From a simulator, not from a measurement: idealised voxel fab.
process module | voxel transistor to metal
cross-section cut | 300 nm wide | cells 5 nm
A cross-section is a grid of square cells, given in bands from the top down. A band is one or more rows of cells.
Each band's line starts with the height of the band's top and of its bottom, in nm. Then come its materials from left to right, each with its width in nm. One material with "throughout" fills the band from edge to edge. "air" is empty space.
Height 0 is the level under which the wafer as received is all one material. The lowest band goes on downwards, as in "0 down".
A width such as "30 to 40" changes by the same amount from each row of cells to the next, from the band's top row to its bottom row.
"no change" after a step means that no cell of the cross-section changed.
closed voids: empty space of 8 cells or more with no open way to the top, each as width x height at its distance from the left edge, in nm
after a step's settings: what the simulator itself notes on the step
overlay nm, on a step with a mask: how far to the right of its planned place the mask lay; to the left if negative
plan
1 op RECEIVE | material Si
2 op OXIDIZE | depth nm 5
3 op CONFORMAL_DEP | material SiN | thk nm 15
4 op MASKED_ETCH | tone cover | mask id ACTIVE | width nm 105 | pitch nm 130 | etch materials SiN | depth nm 15 | overlay nm 0
5 op MASKED_ETCH | tone cover | mask id ACTIVE | width nm 105 | pitch nm 130 | etch materials SiO2 | depth nm 5 | overlay nm 0
6 op MASKED_ETCH | tone cover | mask id ACTIVE | width nm 105 | pitch nm 130 | etch materials Si | depth nm 20 | overlay nm 0
7 op FILL_DEP | material SiO2 | thk nm 10
8 op CMP | height nm 15
9 op SELECTIVE_ETCH | etch materials SiO2 | depth nm 5
10 op STRIP | etch materials SiN
11 op SELECTIVE_ETCH | etch materials SiO2 | depth nm 5
12 op OXIDIZE | depth nm 5
13 op DIRECTIONAL_DEP | material polySi | thk nm 30
14 op DIRECTIONAL_DEP | material SiCN | thk nm 10
15 op PATTERN | tone cover | mask id GATE | material resist | width nm 15 | pitch nm 130 | thk nm 20 | overlay nm 0
16 op DIRECTIONAL_ETCH | etch materials SiCN | depth nm 20
17 op DIRECTIONAL_ETCH | etch materials polySi | depth nm 40
18 op STRIP | etch materials resist
19 op CONFORMAL_DEP | material SiN | thk nm 10
20 op DIRECTIONAL_ETCH | etch materials SiN | depth nm 10
21 op DIRECTIONAL_ETCH | etch materials SiO2 | depth nm 5
22 op DIRECTIONAL_ETCH | etch materials Si | depth nm 10
23 op EPI | material SiGe | thk nm 15
24 op FILL_DEP | material SiO2 | thk nm 10
25 op CMP | height nm 35
26 op DIRECTIONAL_DEP | material SiO2 | thk nm 15
27 op PATTERN | tone open | mask id CONTACT | material resist | width nm 20 | thk nm 20 | overlay nm 0
28 op DIRECTIONAL_ETCH | etch materials SiO2 | depth nm 45
29 op STRIP | etch materials resist
30 op CONFORMAL_DEP | material TiN | thk nm 5
31 op FILL_DEP | material W | thk nm 5
32 op CMP | height nm 50
33 op DIRECTIONAL_DEP | material TiN | thk nm 5
34 op DIRECTIONAL_DEP | material W | thk nm 20
35 op MASKED_ETCH | tone cover | mask id METAL_1 | width nm 20 | etch materials W | depth nm 20 | overlay nm 0
36 op MASKED_ETCH | tone cover | mask id METAL_1 | width nm 20 | etch materials TiN | depth nm 5 | overlay nm 0
37 op FILL_DEP | material SiO2 | thk nm 5
38 op CMP | height nm 75
39 op CONFORMAL_DEP | material SiCN | thk nm 5
40 op DIRECTIONAL_DEP | material lowk | thk nm 30
41 op DIRECTIONAL_DEP | material aC | thk nm 10
42 op PATTERN | tone open | mask id METAL_2 | material resist | width nm 20 | pitch nm 130 | thk nm 30 | overlay nm 0
43 op DIRECTIONAL_ETCH | etch materials aC | depth nm 10
44 op STRIP | etch materials resist
45 op DIRECTIONAL_ETCH | etch materials lowk | depth nm 15
46 op STRIP | etch materials aC
47 op DIRECTIONAL_DEP | material aC | thk nm 10
48 op PATTERN | tone open | mask id METAL_2_HOLES | material resist | width nm 15 | pitch nm 130 | thk nm 25 | overlay nm 0
49 op DIRECTIONAL_ETCH | etch materials aC | depth nm 10
50 op STRIP | etch materials resist
51 op DIRECTIONAL_ETCH | etch materials lowk | depth nm 15
52 op DIRECTIONAL_ETCH | etch materials SiCN | depth nm 5
53 op STRIP | etch materials aC
54 op CONFORMAL_DEP | material TiN | thk nm 5
55 op FILL_DEP | material Cu | thk nm 10
56 op CMP | height nm 110
57 op CONFORMAL_DEP | material SiCN | thk nm 5
first wafer, as planned
as received, after step 1
  0 down: Si throughout
  closed voids: none
after step 2
  0 to -5: SiO2 throughout
  below -5: unchanged
after step 3
  15 to 0: SiN throughout
  below 0: unchanged
after step 4
  15 to 0: air 30 | SiN 105 | air 25 | SiN 105 | air 35
  below 0: unchanged
after step 5
  15 to 0: air 30 | SiN 105 | air 25 | SiN 105 | air 35
  0 to -5: air 30 | SiO2 105 | air 25 | SiO2 105 | air 35
  below -5: unchanged
after step 6
  15 to 0: air 30 | SiN 105 | air 25 | SiN 105 | air 35
  0 to -5: air 30 | SiO2 105 | air 25 | SiO2 105 | air 35
  -5 to -25: air 30 | Si 105 | air 25 | Si 105 | air 35
  below -25: unchanged
after step 7
  25 to 15: SiO2 throughout
  15 to 0: SiO2 30 | SiN 105 | SiO2 25 | SiN 105 | SiO2 35
  0 to -5: SiO2 throughout
  -5 to -25: SiO2 30 | Si 105 | SiO2 25 | Si 105 | SiO2 35
  below -25: unchanged
after step 8
  15 to 0: SiO2 30 | SiN 105 | SiO2 25 | SiN 105 | SiO2 35
  below 0: unchanged
after step 9
  15 to 10: air 30 | SiN 105 | air 25 | SiN 105 | air 35
  below 10: unchanged
after step 10
  10 to 0: SiO2 30 | air 105 | SiO2 25 | air 105 | SiO2 35
  below 0: unchanged
after step 11
  5 to -5: SiO2 25 | air 115 | SiO2 15 | air 115 | SiO2 30
  below -5: unchanged
after step 12
  5 to -5: SiO2 25 | air 115 | SiO2 15 | air 115 | SiO2 30
  -5 to -10: SiO2 throughout
  below -10: unchanged
after step 13
  35 to 25: polySi 25 | air 115 | polySi 15 | air 115 | polySi 30
  25 to 5: polySi throughout
  5 to -5: SiO2 25 | polySi 115 | SiO2 15 | polySi 115 | SiO2 30
  below -5: unchanged
after step 14
  45 to 35: SiCN 25 | air 115 | SiCN 15 | air 115 | SiCN 30
  35 to 25: polySi 25 | SiCN 115 | polySi 15 | SiCN 115 | polySi 30
  below 25: unchanged
after step 15
  65 to 45: air 75 | resist 15 | air 115 | resist 15 | air 80
  45 to 35: SiCN 25 | air 50 | resist 15 | air 50 | SiCN 15 | air 50 | resist 15 | air 50 | SiCN 30
  below 35: unchanged
after step 16
  65 to 35: air 75 | resist 15 | air 115 | resist 15 | air 80
  35 to 25: polySi 25 | air 50 | SiCN 15 | air 50 | polySi 15 | air 50 | SiCN 15 | air 50 | polySi 30
  below 25: unchanged
after step 17
  65 to 35: air 75 | resist 15 | air 115 | resist 15 | air 80
  35 to 25: air 75 | SiCN 15 | air 115 | SiCN 15 | air 80
  25 to 5: air 75 | polySi 15 | air 115 | polySi 15 | air 80
  5 to -5: SiO2 25 | air 50 | polySi 15 | air 50 | SiO2 15 | air 50 | polySi 15 | air 50 | SiO2 30
  below -5: unchanged
after step 18
  35 to 25: air 75 | SiCN 15 | air 115 | SiCN 15 | air 80
  below 25: unchanged
after step 19
  45 to 35: air 65 | SiN 35 | air 95 | SiN 35 | air 70
  35 to 25: air 65 | SiN 10 | SiCN 15 | SiN 10 | air 95 | SiN 10 | SiCN 15 | SiN 10 | air 70
  25 to 15: air 65 | SiN 10 | polySi 15 | SiN 10 | air 95 | SiN 10 | polySi 15 | SiN 10 | air 70
  15 to 5: SiN 35 | air 30 | SiN 10 | polySi 15 | SiN 10 | air 30 | SiN 35 | air 30 | SiN 10 | polySi 15 | SiN 10 | air 30 | SiN 40
  5 to -5: SiO2 25 | SiN 50 | polySi 15 | SiN 50 | SiO2 15 | SiN 50 | polySi 15 | SiN 50 | SiO2 30
  below -5: unchanged
after step 20
  35 to 25: air 65 | SiN 10 | SiCN 15 | SiN 10 | air 95 | SiN 10 | SiCN 15 | SiN 10 | air 70
  25 to 5: air 65 | SiN 10 | polySi 15 | SiN 10 | air 95 | SiN 10 | polySi 15 | SiN 10 | air 70
  5 to -5: SiO2 25 | SiN 10 | air 30 | SiN 10 | polySi 15 | SiN 10 | air 30 | SiN 10 | SiO2 15 | SiN 10 | air 30 | SiN 10 | polySi 15 | SiN 10 | air 30 | SiN 10 | SiO2 30
  below -5: unchanged
after step 21
  35 to 25: air 65 | SiN 10 | SiCN 15 | SiN 10 | air 95 | SiN 10 | SiCN 15 | SiN 10 | air 70
  25 to 5: air 65 | SiN 10 | polySi 15 | SiN 10 | air 95 | SiN 10 | polySi 15 | SiN 10 | air 70
  5 to 0: air 25 | SiN 10 | air 30 | SiN 10 | polySi 15 | SiN 10 | air 30 | SiN 10 | air 15 | SiN 10 | air 30 | SiN 10 | polySi 15 | SiN 10 | air 30 | SiN 10 | air 30
  0 to -5: SiO2 25 | SiN 10 | air 30 | SiN 10 | polySi 15 | SiN 10 | air 30 | SiN 10 | SiO2 15 | SiN 10 | air 30 | SiN 10 | polySi 15 | SiN 10 | air 30 | SiN 10 | SiO2 30
  -5 to -10: SiO2 35 | air 30 | SiO2 35 | air 30 | SiO2 35 | air 30 | SiO2 35 | air 30 | SiO2 40
  below -10: unchanged
after step 22
  35 to 25: air 65 | SiN 10 | SiCN 15 | SiN 10 | air 95 | SiN 10 | SiCN 15 | SiN 10 | air 70
  25 to 5: air 65 | SiN 10 | polySi 15 | SiN 10 | air 95 | SiN 10 | polySi 15 | SiN 10 | air 70
  5 to 0: air 25 | SiN 10 | air 30 | SiN 10 | polySi 15 | SiN 10 | air 30 | SiN 10 | air 15 | SiN 10 | air 30 | SiN 10 | polySi 15 | SiN 10 | air 30 | SiN 10 | air 30
  0 to -5: SiO2 25 | SiN 10 | air 30 | SiN 10 | polySi 15 | SiN 10 | air 30 | SiN 10 | SiO2 15 | SiN 10 | air 30 | SiN 10 | polySi 15 | SiN 10 | air 30 | SiN 10 | SiO2 30
  -5 to -10: SiO2 35 | air 30 | SiO2 35 | air 30 | SiO2 35 | air 30 | SiO2 35 | air 30 | SiO2 40
  -10 to -20: SiO2 30 | Si 5 | air 30 | Si 35 | air 30 | Si 5 | SiO2 25 | Si 5 | air 30 | Si 35 | air 30 | Si 5 | SiO2 35
  below -20: unchanged
after step 23
  35 to 25: air 65 | SiN 10 | SiCN 15 | SiN 10 | air 95 | SiN 10 | SiCN 15 | SiN 10 | air 70
  25 to 5: air 65 | SiN 10 | polySi 15 | SiN 10 | air 95 | SiN 10 | polySi 15 | SiN 10 | air 70
  5 to 0: air 25 | SiN 10 | SiGe 30 | SiN 10 | polySi 15 | SiN 10 | SiGe 30 | SiN 10 | air 15 | SiN 10 | SiGe 30 | SiN 10 | polySi 15 | SiN 10 | SiGe 30 | SiN 10 | air 30
  0 to -5: SiO2 25 | SiN 10 | SiGe 30 | SiN 10 | polySi 15 | SiN 10 | SiGe 30 | SiN 10 | SiO2 15 | SiN 10 | SiGe 30 | SiN 10 | polySi 15 | SiN 10 | SiGe 30 | SiN 10 | SiO2 30
  -5 to -10: SiO2 35 | SiGe 30 | SiO2 35 | SiGe 30 | SiO2 35 | SiGe 30 | SiO2 35 | SiGe 30 | SiO2 40
  -10 to -20: SiO2 30 | Si 5 | SiGe 30 | Si 35 | SiGe 30 | Si 5 | SiO2 25 | Si 5 | SiGe 30 | Si 35 | SiGe 30 | Si 5 | SiO2 35
  below -20: unchanged
after step 24
  45 to 35: SiO2 throughout
  35 to 25: SiO2 65 | SiN 10 | SiCN 15 | SiN 10 | SiO2 95 | SiN 10 | SiCN 15 | SiN 10 | SiO2 70
  25 to 5: SiO2 65 | SiN 10 | polySi 15 | SiN 10 | SiO2 95 | SiN 10 | polySi 15 | SiN 10 | SiO2 70
  5 to -5: SiO2 25 | SiN 10 | SiGe 30 | SiN 10 | polySi 15 | SiN 10 | SiGe 30 | SiN 10 | SiO2 15 | SiN 10 | SiGe 30 | SiN 10 | polySi 15 | SiN 10 | SiGe 30 | SiN 10 | SiO2 30
  below -5: unchanged
after step 25
  35 to 25: SiO2 65 | SiN 10 | SiCN 15 | SiN 10 | SiO2 95 | SiN 10 | SiCN 15 | SiN 10 | SiO2 70
  below 25: unchanged
after step 26
  50 to 35: SiO2 throughout
  below 35: unchanged
after step 27
  70 to 50: resist 35 | air 20 | resist 55 | air 20 | resist 35 | air 20 | resist 55 | air 20 | resist 40
  below 50: unchanged
after step 28
  70 to 50: resist 35 | air 20 | resist 55 | air 20 | resist 35 | air 20 | resist 55 | air 20 | resist 40
  50 to 35: SiO2 35 | air 20 | SiO2 55 | air 20 | SiO2 35 | air 20 | SiO2 55 | air 20 | SiO2 40
  35 to 25: SiO2 35 | air 20 | SiO2 10 | SiN 10 | SiCN 15 | SiN 10 | SiO2 10 | air 20 | SiO2 35 | air 20 | SiO2 10 | SiN 10 | SiCN 15 | SiN 10 | SiO2 10 | air 20 | SiO2 40
  25 to 5: SiO2 35 | air 20 | SiO2 10 | SiN 10 | polySi 15 | SiN 10 | SiO2 10 | air 20 | SiO2 35 | air 20 | SiO2 10 | SiN 10 | polySi 15 | SiN 10 | SiO2 10 | air 20 | SiO2 40
  below 5: unchanged
after step 29
  50 to 35: SiO2 35 | air 20 | SiO2 55 | air 20 | SiO2 35 | air 20 | SiO2 55 | air 20 | SiO2 40
  below 35: unchanged
after step 30
  55 to 50: TiN 40 | air 10 | TiN 65 | air 10 | TiN 45 | air 10 | TiN 65 | air 10 | TiN 45
  50 to 35: SiO2 35 | TiN 5 | air 10 | TiN 5 | SiO2 55 | TiN 5 | air 10 | TiN 5 | SiO2 35 | TiN 5 | air 10 | TiN 5 | SiO2 55 | TiN 5 | air 10 | TiN 5 | SiO2 40
  35 to 25: SiO2 35 | TiN 5 | air 10 | TiN 5 | SiO2 10 | SiN 10 | SiCN 15 | SiN 10 | SiO2 10 | TiN 5 | air 10 | TiN 5 | SiO2 35 | TiN 5 | air 10 | TiN 5 | SiO2 10 | SiN 10 | SiCN 15 | SiN 10 | SiO2 10 | TiN 5 | air 10 | TiN 5 | SiO2 40
  25 to 10: SiO2 35 | TiN 5 | air 10 | TiN 5 | SiO2 10 | SiN 10 | polySi 15 | SiN 10 | SiO2 10 | TiN 5 | air 10 | TiN 5 | SiO2 35 | TiN 5 | air 10 | TiN 5 | SiO2 10 | SiN 10 | polySi 15 | SiN 10 | SiO2 10 | TiN 5 | air 10 | TiN 5 | SiO2 40
  10 to 5: SiO2 35 | TiN 20 | SiO2 10 | SiN 10 | polySi 15 | SiN 10 | SiO2 10 | TiN 20 | SiO2 35 | TiN 20 | SiO2 10 | SiN 10 | polySi 15 | SiN 10 | SiO2 10 | TiN 20 | SiO2 40
  below 5: unchanged
after step 31
  60 to 55: W throughout
  55 to 50: TiN 40 | W 10 | TiN 65 | W 10 | TiN 45 | W 10 | TiN 65 | W 10 | TiN 45
  50 to 35: SiO2 35 | TiN 5 | W 10 | TiN 5 | SiO2 55 | TiN 5 | W 10 | TiN 5 | SiO2 35 | TiN 5 | W 10 | TiN 5 | SiO2 55 | TiN 5 | W 10 | TiN 5 | SiO2 40
  35 to 25: SiO2 35 | TiN 5 | W 10 | TiN 5 | SiO2 10 | SiN 10 | SiCN 15 | SiN 10 | SiO2 10 | TiN 5 | W 10 | TiN 5 | SiO2 35 | TiN 5 | W 10 | TiN 5 | SiO2 10 | SiN 10 | SiCN 15 | SiN 10 | SiO2 10 | TiN 5 | W 10 | TiN 5 | SiO2 40
  25 to 10: SiO2 35 | TiN 5 | W 10 | TiN 5 | SiO2 10 | SiN 10 | polySi 15 | SiN 10 | SiO2 10 | TiN 5 | W 10 | TiN 5 | SiO2 35 | TiN 5 | W 10 | TiN 5 | SiO2 10 | SiN 10 | polySi 15 | SiN 10 | SiO2 10 | TiN 5 | W 10 | TiN 5 | SiO2 40
  below 10: unchanged
after step 32
  50 to 35: SiO2 35 | TiN 5 | W 10 | TiN 5 | SiO2 55 | TiN 5 | W 10 | TiN 5 | SiO2 35 | TiN 5 | W 10 | TiN 5 | SiO2 55 | TiN 5 | W 10 | TiN 5 | SiO2 40
  below 35: unchanged
after step 33
  55 to 50: TiN throughout
  below 50: unchanged
after step 34
  75 to 55: W throughout
  below 55: unchanged
after step 35
  75 to 55: air 35 | W 20 | air 55 | W 20 | air 35 | W 20 | air 55 | W 20 | air 40
  below 55: unchanged
after step 36
  75 to 55: air 35 | W 20 | air 55 | W 20 | air 35 | W 20 | air 55 | W 20 | air 40
  55 to 50: air 35 | TiN 20 | air 55 | TiN 20 | air 35 | TiN 20 | air 55 | TiN 20 | air 40
  below 50: unchanged
after step 37
  80 to 75: SiO2 throughout
  75 to 55: SiO2 35 | W 20 | SiO2 55 | W 20 | SiO2 35 | W 20 | SiO2 55 | W 20 | SiO2 40
  55 to 50: SiO2 35 | TiN 20 | SiO2 55 | TiN 20 | SiO2 35 | TiN 20 | SiO2 55 | TiN 20 | SiO2 40
  below 50: unchanged
after step 38
  75 to 55: SiO2 35 | W 20 | SiO2 55 | W 20 | SiO2 35 | W 20 | SiO2 55 | W 20 | SiO2 40
  below 55: unchanged
after step 39
  80 to 75: SiCN throughout
  below 75: unchanged
after step 40
  110 to 80: lowk throughout
  below 80: unchanged
after step 41
  120 to 110: aC throughout
  below 110: unchanged
after step 42
  150 to 120: resist 35 | air 20 | resist 110 | air 20 | resist 115
  below 120: unchanged
after step 43
  140 to 120: resist 35 | air 20 | resist 110 | air 20 | resist 115
  120 to 110: aC 35 | air 20 | aC 110 | air 20 | aC 115
  below 110: unchanged
after step 44
  120 to 110: aC 35 | air 20 | aC 110 | air 20 | aC 115
  below 110: unchanged
after step 45
  120 to 110: aC 35 | air 20 | aC 110 | air 20 | aC 115
  110 to 95: lowk 35 | air 20 | lowk 110 | air 20 | lowk 115
  below 95: unchanged
after step 46
  110 to 95: lowk 35 | air 20 | lowk 110 | air 20 | lowk 115
  below 95: unchanged
after step 47
  120 to 110: aC 35 | air 20 | aC 110 | air 20 | aC 115
  110 to 105: lowk 35 | air 20 | lowk 110 | air 20 | lowk 115
  105 to 95: lowk 35 | aC 20 | lowk 110 | aC 20 | lowk 115
  below 95: unchanged
after step 48
  145 to 120: resist 35 | air 15 | resist 115 | air 15 | resist 120
  120 to 110: aC 35 | air 15 | resist 5 | aC 110 | air 15 | resist 5 | aC 115
  110 to 105: lowk 35 | air 15 | resist 5 | lowk 110 | air 15 | resist 5 | lowk 115
  below 105: unchanged
after step 49
  135 to 120: resist 35 | air 15 | resist 115 | air 15 | resist 120
  120 to 110: aC 35 | air 15 | resist 5 | aC 110 | air 15 | resist 5 | aC 115
  110 to 105: lowk 35 | air 15 | resist 5 | lowk 110 | air 15 | resist 5 | lowk 115
  105 to 95: lowk 35 | air 15 | aC 5 | lowk 110 | air 15 | aC 5 | lowk 115
  below 95: unchanged
after step 50
  120 to 110: aC 35 | air 20 | aC 110 | air 20 | aC 115
  110 to 105: lowk 35 | air 20 | lowk 110 | air 20 | lowk 115
  below 105: unchanged
after step 51
  120 to 110: aC 35 | air 20 | aC 110 | air 20 | aC 115
  110 to 105: lowk 35 | air 20 | lowk 110 | air 20 | lowk 115
  105 to 95: lowk 35 | air 15 | aC 5 | lowk 110 | air 15 | aC 5 | lowk 115
  95 to 80: lowk 35 | air 15 | lowk 115 | air 15 | lowk 120
  below 80: unchanged
after step 52
  120 to 110: aC 35 | air 20 | aC 110 | air 20 | aC 115
  110 to 105: lowk 35 | air 20 | lowk 110 | air 20 | lowk 115
  105 to 95: lowk 35 | air 15 | aC 5 | lowk 110 | air 15 | aC 5 | lowk 115
  95 to 80: lowk 35 | air 15 | lowk 115 | air 15 | lowk 120
  80 to 75: SiCN 35 | air 15 | SiCN 115 | air 15 | SiCN 120
  below 75: unchanged
after step 53
  110 to 95: lowk 35 | air 20 | lowk 110 | air 20 | lowk 115
  below 95: unchanged
after step 54
  115 to 110: TiN 40 | air 10 | TiN 120 | air 10 | TiN 120
  110 to 100: lowk 35 | TiN 5 | air 10 | TiN 5 | lowk 110 | TiN 5 | air 10 | TiN 5 | lowk 115
  100 to 95: lowk 35 | TiN 5 | air 5 | TiN 10 | lowk 110 | TiN 5 | air 5 | TiN 10 | lowk 115
  95 to 80: lowk 35 | TiN 5 | air 5 | TiN 5 | lowk 115 | TiN 5 | air 5 | TiN 5 | lowk 120
  80 to 75: SiCN 35 | TiN 15 | SiCN 115 | TiN 15 | SiCN 120
  below 75: unchanged
after step 55
  125 to 115: Cu throughout
  115 to 110: TiN 40 | Cu 10 | TiN 120 | Cu 10 | TiN 120
  110 to 100: lowk 35 | TiN 5 | Cu 10 | TiN 5 | lowk 110 | TiN 5 | Cu 10 | TiN 5 | lowk 115
  100 to 95: lowk 35 | TiN 5 | Cu 5 | TiN 10 | lowk 110 | TiN 5 | Cu 5 | TiN 10 | lowk 115
  95 to 80: lowk 35 | TiN 5 | Cu 5 | TiN 5 | lowk 115 | TiN 5 | Cu 5 | TiN 5 | lowk 120
  below 80: unchanged
after step 56
  110 to 100: lowk 35 | TiN 5 | Cu 10 | TiN 5 | lowk 110 | TiN 5 | Cu 10 | TiN 5 | lowk 115
  below 100: unchanged
after step 57
  115 to 110: SiCN throughout
  below 110: unchanged
second wafer: like start, like plan, one mistake. Through step 32 it matches the first wafer
when step 33 should have ended
  55 to 50: W throughout
  below 50: unchanged
when step 34 should have ended
  75 to 50: W throughout
  below 50: unchanged
when step 35 should have ended
  75 to 55: air 35 | W 20 | air 55 | W 20 | air 35 | W 20 | air 55 | W 20 | air 40
  below 55: unchanged
when step 36 should have ended: no change
when step 37 should have ended
  80 to 75: SiO2 throughout
  75 to 55: SiO2 35 | W 20 | SiO2 55 | W 20 | SiO2 35 | W 20 | SiO2 55 | W 20 | SiO2 40
  below 55: unchanged
when step 38 should have ended
  75 to 55: SiO2 35 | W 20 | SiO2 55 | W 20 | SiO2 35 | W 20 | SiO2 55 | W 20 | SiO2 40
  below 55: unchanged
when step 39 should have ended
  80 to 75: SiCN throughout
  below 75: unchanged
when step 40 should have ended
  110 to 80: lowk throughout
  below 80: unchanged
when step 41 should have ended
  120 to 110: aC throughout
  below 110: unchanged
when step 42 should have ended
  150 to 120: resist 35 | air 20 | resist 110 | air 20 | resist 115
  below 120: unchanged
when step 43 should have ended
  140 to 120: resist 35 | air 20 | resist 110 | air 20 | resist 115
  120 to 110: aC 35 | air 20 | aC 110 | air 20 | aC 115
  below 110: unchanged
when step 44 should have ended
  120 to 110: aC 35 | air 20 | aC 110 | air 20 | aC 115
  below 110: unchanged
when step 45 should have ended
  120 to 110: aC 35 | air 20 | aC 110 | air 20 | aC 115
  110 to 95: lowk 35 | air 20 | lowk 110 | air 20 | lowk 115
  below 95: unchanged
when step 46 should have ended
  110 to 95: lowk 35 | air 20 | lowk 110 | air 20 | lowk 115
  below 95: unchanged
when step 47 should have ended
  120 to 110: aC 35 | air 20 | aC 110 | air 20 | aC 115
  110 to 105: lowk 35 | air 20 | lowk 110 | air 20 | lowk 115
  105 to 95: lowk 35 | aC 20 | lowk 110 | aC 20 | lowk 115
  below 95: unchanged
when step 48 should have ended
  145 to 120: resist 35 | air 15 | resist 115 | air 15 | resist 120
  120 to 110: aC 35 | air 15 | resist 5 | aC 110 | air 15 | resist 5 | aC 115
  110 to 105: lowk 35 | air 15 | resist 5 | lowk 110 | air 15 | resist 5 | lowk 115
  below 105: unchanged
when step 49 should have ended
  135 to 120: resist 35 | air 15 | resist 115 | air 15 | resist 120
  120 to 110: aC 35 | air 15 | resist 5 | aC 110 | air 15 | resist 5 | aC 115
  110 to 105: lowk 35 | air 15 | resist 5 | lowk 110 | air 15 | resist 5 | lowk 115
  105 to 95: lowk 35 | air 15 | aC 5 | lowk 110 | air 15 | aC 5 | lowk 115
  below 95: unchanged
when step 50 should have ended
  120 to 110: aC 35 | air 20 | aC 110 | air 20 | aC 115
  110 to 105: lowk 35 | air 20 | lowk 110 | air 20 | lowk 115
  below 105: unchanged
when step 51 should have ended
  120 to 110: aC 35 | air 20 | aC 110 | air 20 | aC 115
  110 to 105: lowk 35 | air 20 | lowk 110 | air 20 | lowk 115
  105 to 95: lowk 35 | air 15 | aC 5 | lowk 110 | air 15 | aC 5 | lowk 115
  95 to 80: lowk 35 | air 15 | lowk 115 | air 15 | lowk 120
  below 80: unchanged
when step 52 should have ended
  120 to 110: aC 35 | air 20 | aC 110 | air 20 | aC 115
  110 to 105: lowk 35 | air 20 | lowk 110 | air 20 | lowk 115
  105 to 95: lowk 35 | air 15 | aC 5 | lowk 110 | air 15 | aC 5 | lowk 115
  95 to 80: lowk 35 | air 15 | lowk 115 | air 15 | lowk 120
  80 to 75: SiCN 35 | air 15 | SiCN 115 | air 15 | SiCN 120
  below 75: unchanged
when step 53 should have ended
  110 to 95: lowk 35 | air 20 | lowk 110 | air 20 | lowk 115
  below 95: unchanged
when step 54 should have ended
  115 to 110: TiN 40 | air 10 | TiN 120 | air 10 | TiN 120
  110 to 100: lowk 35 | TiN 5 | air 10 | TiN 5 | lowk 110 | TiN 5 | air 10 | TiN 5 | lowk 115
  100 to 95: lowk 35 | TiN 5 | air 5 | TiN 10 | lowk 110 | TiN 5 | air 5 | TiN 10 | lowk 115
  95 to 80: lowk 35 | TiN 5 | air 5 | TiN 5 | lowk 115 | TiN 5 | air 5 | TiN 5 | lowk 120
  80 to 75: SiCN 35 | TiN 15 | SiCN 115 | TiN 15 | SiCN 120
  below 75: unchanged
when step 55 should have ended
  125 to 115: Cu throughout
  115 to 110: TiN 40 | Cu 10 | TiN 120 | Cu 10 | TiN 120
  110 to 100: lowk 35 | TiN 5 | Cu 10 | TiN 5 | lowk 110 | TiN 5 | Cu 10 | TiN 5 | lowk 115
  100 to 95: lowk 35 | TiN 5 | Cu 5 | TiN 10 | lowk 110 | TiN 5 | Cu 5 | TiN 10 | lowk 115
  95 to 80: lowk 35 | TiN 5 | Cu 5 | TiN 5 | lowk 115 | TiN 5 | Cu 5 | TiN 5 | lowk 120
  below 80: unchanged
when step 56 should have ended
  110 to 100: lowk 35 | TiN 5 | Cu 10 | TiN 5 | lowk 110 | TiN 5 | Cu 10 | TiN 5 | lowk 115
  below 100: unchanged
when step 57 should have ended
  115 to 110: SiCN throughout
  below 110: unchanged
what went wrong: step 33 ran as: op DIRECTIONAL_DEP | material W | thk nm 5
at the end the second wafer has, in cells: 44 fewer of SiO2 | 16 fewer of TiN | 60 more of W
